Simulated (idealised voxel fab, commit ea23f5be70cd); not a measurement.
process module | voxel wiring stack
cross-section cut | 160 nm wide | cells 5 nm
A cross-section is a grid of square cells, given in bands from the top down. A band is one or more rows of cells.
Each band's line starts with the height of the band's top and of its bottom, in nm. Then come its materials from left to right, each with its width in nm. One material with "throughout" fills the band from edge to edge. "air" is empty space.
Height 0 is the level under which the wafer as received is all one material. The lowest band goes on downwards, as in "0 down".
A width such as "30 to 40" changes by the same amount from each row of cells to the next, from the band's top row to its bottom row.
"no change" after a step means that no cell of the cross-section changed.
closed voids: empty space of 8 cells or more with no open way to the top, each as width x height at its distance from the left edge, in nm
after a step's settings: what the simulator itself notes on the step
overlay nm, on a step with a mask: how far to the right of its planned place the mask lay; to the left if negative
plan
1 op RECEIVE | material Si
2 op CONFORMAL_DEP | material SiO2 | thk nm 15
3 op DIRECTIONAL_DEP | material TiN | thk nm 5
4 op DIRECTIONAL_DEP | material W | thk nm 20
5 op MASKED_ETCH | tone cover | mask id METAL_1 | width nm 20 | pitch nm 50 | etch materials W | depth nm 20 | overlay nm 0
6 op MASKED_ETCH | tone cover | mask id METAL_1 | width nm 20 | pitch nm 50 | etch materials TiN | depth nm 5 | overlay nm 0
7 op FILL_DEP | material SiO2 | thk nm 10
8 op CMP | height nm 40
9 op CONFORMAL_DEP | material SiCN | thk nm 5
10 op DIRECTIONAL_DEP | material SiO2 | thk nm 20
11 op DIRECTIONAL_DEP | material aC | thk nm 15
12 op PATTERN | tone open | mask id PLUG_1 | material resist | width nm 15 | pitch nm 50 | thk nm 35 | overlay nm 0
13 op DIRECTIONAL_ETCH | etch materials aC | depth nm 15
14 op STRIP | etch materials resist
15 op DIRECTIONAL_ETCH | etch materials SiO2 | depth nm 20
16 op DIRECTIONAL_ETCH | etch materials SiCN | depth nm 5
17 op STRIP | etch materials aC
18 op EPI | material Ru | thk nm 10
19 op EPI | material Ru | thk nm 10
20 op EPI | material Ru | thk nm 5
21 op DIRECTIONAL_DEP | material TiN | thk nm 5
22 op DIRECTIONAL_DEP | material Ru | thk nm 25
23 op PATTERN | tone cover | mask id METAL_2 | material resist | width nm 20 | pitch nm 50 | thk nm 15 | overlay nm 0
24 op DIRECTIONAL_ETCH | etch materials Ru | depth nm 25
25 op DIRECTIONAL_ETCH | etch materials TiN | depth nm 5
26 op STRIP | etch materials resist
27 op FILL_DEP | material SiO2 | thk nm 10
28 op CMP | height nm 95
29 op CONFORMAL_DEP | material SiCN | thk nm 5
as received, after step 1
  0 down: Si throughout
  closed voids: none
a wafer at the end: this start, this plan, one mistake
  100 to 95: SiCN throughout
  95 to 80: SiO2 20 | Ru 20 | SiO2 30 | Ru 20 | SiO2 30 | Ru 20 | SiO2 20
  80 to 75: SiO2 20 | TiN 20 | SiO2 30 | TiN 20 | SiO2 30 | TiN 20 | SiO2 20
  75 to 65: SiO2 10 | Ru 35 | SiO2 15 | Ru 35 | SiO2 15 | Ru 35 | SiO2 15
  65 to 45: SiO2 20 | Ru 15 | SiO2 35 | Ru 15 | SiO2 35 | Ru 15 | SiO2 25
  45 to 40: SiCN 20 | Ru 15 | SiCN 35 | Ru 15 | SiCN 35 | Ru 15 | SiCN 25
  40 to 20: SiO2 20 | W 20 | SiO2 30 | W 20 | SiO2 30 | W 20 | SiO2 20
  20 to 15: SiO2 20 | TiN 20 | SiO2 30 | TiN 20 | SiO2 30 | TiN 20 | SiO2 20
  15 to 0: SiO2 throughout
  0 down: Si throughout
  closed voids: none
what went wrong: one of the steps 18 and 19, which are alike, was run twice
